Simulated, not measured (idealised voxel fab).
The process module presented herein is designated voxel self aligned vias.
Square cells of 5 nm make up the cross-section cut, whose width is 180 nm.
Cross-section, as written here: a square-cell grid given band by band from the top down, where a band holds one or more rows of cells.
Heights first: top, then bottom, in nm. Then materials, left to right, each with a width in nm. "throughout" on a single material: fills the band edge to edge. "air": empty space.
For the purposes of this specification, 0 denotes the height below which the wafer in its as-received condition is composed wholly of one material, and the lowermost band, lacking a lower limit, extends downward without end, as expressed in "from 0 down".
A two-number width, for instance "30->40", indicates that the width is equal to the first number in the top row of the band and to the second number in the bottom row, and that it changes by a constant amount per row of cells.
Step note "no modifications" = no cross-section cell changed.
Empty spaces without an open route to the top, at least 8 cells in extent, make up the entry "Completely enclosed voids"; each is given as width x height at distance, where the distance is measured from the left edge, and all are in nm.
If you see something after the settings on a step's line, that's the simulator's own remark about that step.
overlay nm: mask right of planned place by this much (step with mask). Neg. = left.
-- Process steps - plan
- 1: RECEIVE [material Si]
- 2: CONFORMAL_DEP [material SiO2] [thk nm 10]
- 3: CONFORMAL_DEP [material SiCN] [thk nm 5]
- 4: DIRECTIONAL_DEP [material lowk] [thk nm 25]
- 5: MASKED_ETCH [tone open] [mask id LINES] [width nm 30] [pitch nm 75] [etch materials lowk] [depth nm 25] [overlay nm 0]
- 6: CONFORMAL_DEP [material TiN] [thk nm 5]
- 7: FILL_DEP [material Ru] [thk nm 5]
- 8: CMP [height nm 40]
- 9: SELECTIVE_ETCH [etch materials W Ru TiN] [depth nm 5]
- 10: FILL_DEP [material SiN] [thk nm 5]
- 11: CMP [height nm 40]
- 12: DIRECTIONAL_DEP [material lowk] [thk nm 20]
- 13: DIRECTIONAL_DEP [material aC] [thk nm 15]
- 14: PATTERN [tone open] [mask id VIAS] [material resist] [width nm 50] [pitch nm 75] [thk nm 30] [overlay nm 0]
- 15: DIRECTIONAL_ETCH [etch materials aC] [depth nm 15]
- 16: STRIP [etch materials resist]
- 17: DIRECTIONAL_ETCH [etch materials lowk] [depth nm 20]
- 18: DIRECTIONAL_ETCH [etch materials SiN] [depth nm 5]
- 19: STRIP [etch materials aC]
- 20: CONFORMAL_DEP [material TiN] [thk nm 5]
- 21: FILL_DEP [material Ru] [thk nm 5]
- 22: CMP [height nm 60]
- 23: CONFORMAL_DEP [material SiN] [thk nm 5]
-- As-received wafer cross-section (after step 1)
* from 0 down = Si throughout
* Completely enclosed voids: none
-- Cross-sectional image of the first of two wafers at the end of the module, the run having proceeded as planned
* from 65 to 60 = SiN throughout
* from 60 to 45 = lowk=25 | TiN=5 | Ru=40 | TiN=5 | lowk=25 | TiN=5 | Ru=40 | TiN=5 | lowk=30
* from 45 to 40 = lowk=25 | TiN=15 | Ru=20 | TiN=15 | lowk=25 | TiN=15 | Ru=20 | TiN=15 | lowk=30
* from 40 to 35 = lowk=35 | TiN=30 | lowk=45 | TiN=30 | lowk=40
* from 35 to 20 = lowk=35 | TiN=5 | Ru=20 | TiN=5 | lowk=45 | TiN=5 | Ru=20 | TiN=5 | lowk=40
* from 20 to 15 = lowk=35 | TiN=30 | lowk=45 | TiN=30 | lowk=40
* from 15 to 10 = SiCN throughout
* from 10 to 0 = SiO2 throughout
* from 0 down = Si throughout
* Completely enclosed voids: none
-- Same start, same plan as the first wafer - but one mistake in the run. Cross-section of the second of the two at the end of the module
* from 65 to 60 = SiN throughout
* from 60 to 40 = lowk=25 | TiN=5 | Ru=40 | TiN=5 | lowk=25 | TiN=5 | Ru=40 | TiN=5 | lowk=30
* from 40 to 35 = SiN=25 | TiN=50 | SiN=25 | TiN=50 | SiN=30
* from 35 to 15 = lowk=35 | TiN=5 | Ru=20 | TiN=5 | lowk=45 | TiN=5 | Ru=20 | TiN=5 | lowk=40
* from 15 to 10 = lowk=35 | TiN=30 | lowk=45 | TiN=30 | lowk=40
* from 10 to 0 = SiO2 throughout
* from 0 down = Si throughout
* Completely enclosed voids: none
Misprocessing identified: plan step 3 never ran because it was skipped
Cell-count delta at end, second wafer over first, by material: Ru +16 | SiCN -36 | SiN +16 | TiN +4
